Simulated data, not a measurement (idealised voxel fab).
process module | voxel capacitor over wiring
cross-section cut | 245 nm wide | cells 5 nm
A cross-section is a grid of square cells, given in bands from the top down. A band is one or more rows of cells.
Each band's line starts with the height of the band's top and of its bottom, in nm. Then come its materials from left to right, each with its width in nm. One material with "throughout" fills the band from edge to edge. "air" is empty space.
Height 0 is the level under which the wafer as received is all one material. The lowest band goes on downwards, as in "0 down".
A width such as "30 to 40" changes by the same amount from each row of cells to the next, from the band's top row to its bottom row.
"no change" after a step means that no cell of the cross-section changed.
closed voids: empty space of 8 cells or more with no open way to the top, each as width x height at its distance from the left edge, in nm
after a step's settings: what the simulator itself notes on the step
overlay nm, on a step with a mask: how far to the right of its planned place the mask lay; to the left if negative
plan
1 op RECEIVE | material Si
2 op CONFORMAL_DEP | material SiO2 | thk nm 10
3 op CONFORMAL_DEP | material SiN | thk nm 5
4 op DIRECTIONAL_DEP | material SiO2 | thk nm 15
5 op PATTERN | tone open | mask id METAL_1 | material resist | width nm 30 | pitch nm 95 | thk nm 20 | overlay nm 0
6 op DIRECTIONAL_ETCH | etch materials SiO2 | depth nm 15
7 op DIRECTIONAL_ETCH | etch materials SiN | depth nm 5
8 op STRIP | etch materials resist
9 op CONFORMAL_DEP | material TiN | thk nm 5
10 op FILL_DEP | material W | thk nm 5
11 op CMP | height nm 30
12 op EPI | material Ru | thk nm 5
13 op FILL_DEP | material SiCN | thk nm 5
14 op DIRECTIONAL_DEP | material lowk | thk nm 20
15 op DIRECTIONAL_DEP | material aC | thk nm 10
16 op PATTERN | tone open | mask id PLUG_1 | material resist | width nm 15 | thk nm 30 | overlay nm 0
17 op DIRECTIONAL_ETCH | etch materials aC | depth nm 10
18 op STRIP | etch materials resist
19 op DIRECTIONAL_ETCH | etch materials lowk | depth nm 20
20 op DIRECTIONAL_ETCH | etch materials SiCN | depth nm 5
21 op STRIP | etch materials aC
22 op EPI | material Ru | thk nm 10
23 op EPI | material Ru | thk nm 10
24 op EPI | material Ru | thk nm 5
25 op DIRECTIONAL_DEP | material TiN | thk nm 5
26 op DIRECTIONAL_DEP | material Al2O3 | thk nm 5
27 op DIRECTIONAL_DEP | material TiN | thk nm 5
28 op PATTERN | tone cover | mask id UPPER_PLATE | material resist | width nm 70 | thk nm 20 | overlay nm 0
29 op DIRECTIONAL_ETCH | etch materials TiN | depth nm 5
30 op DIRECTIONAL_ETCH | etch materials Al2O3 | depth nm 5
31 op STRIP | etch materials resist
32 op DIRECTIONAL_DEP | material aC | thk nm 10
33 op PATTERN | tone cover | mask id LOWER_PLATE | material resist | width nm 80 | thk nm 30 | overlay nm 0
34 op DIRECTIONAL_ETCH | etch materials aC | depth nm 10
35 op STRIP | etch materials resist
36 op DIRECTIONAL_ETCH | etch materials TiN | depth nm 5
37 op STRIP | etch materials aC
38 op FILL_DEP | material SiO2 | thk nm 15
39 op CMP | height nm 85
40 op PATTERN | tone open | mask id PLUG_2 | material resist | width nm 15 | thk nm 15 | overlay nm 0
41 op DIRECTIONAL_ETCH | etch materials SiO2 | depth nm 10
42 op STRIP | etch materials resist
43 op CONFORMAL_DEP | material TiN | thk nm 5
44 op FILL_DEP | material Cu | thk nm 5
45 op CMP | height nm 85
46 op CONFORMAL_DEP | material SiCN | thk nm 5
varied across the wafers: width nm of step 16. The plan shows the first wafer's value. All wafers start alike
first wafer as received, after step 1
  0 down: Si throughout
  closed voids: none
each wafer at the end: cells of each material gained (+) or lost (-) since it was received, then its closed voids
width nm 15 | +14 Al2O3 | +1 Cu | +31 Ru | +128 SiCN | +37 SiN | +404 SiO2 | +59 TiN | +24 W | +184 lowk | closed voids: none
width nm 20 | +14 Al2O3 | +1 Cu | +36 Ru | +127 SiCN | +37 SiN | +404 SiO2 | +59 TiN | +24 W | +180 lowk | closed voids: none
width nm 25 | +14 Al2O3 | +1 Cu | +41 Ru | +126 SiCN | +37 SiN | +404 SiO2 | +59 TiN | +24 W | +176 lowk | closed voids: none
width nm 30 | +14 Al2O3 | +1 Cu | +46 Ru | +125 SiCN | +37 SiN | +404 SiO2 | +59 TiN | +24 W | +172 lowk | closed voids: none
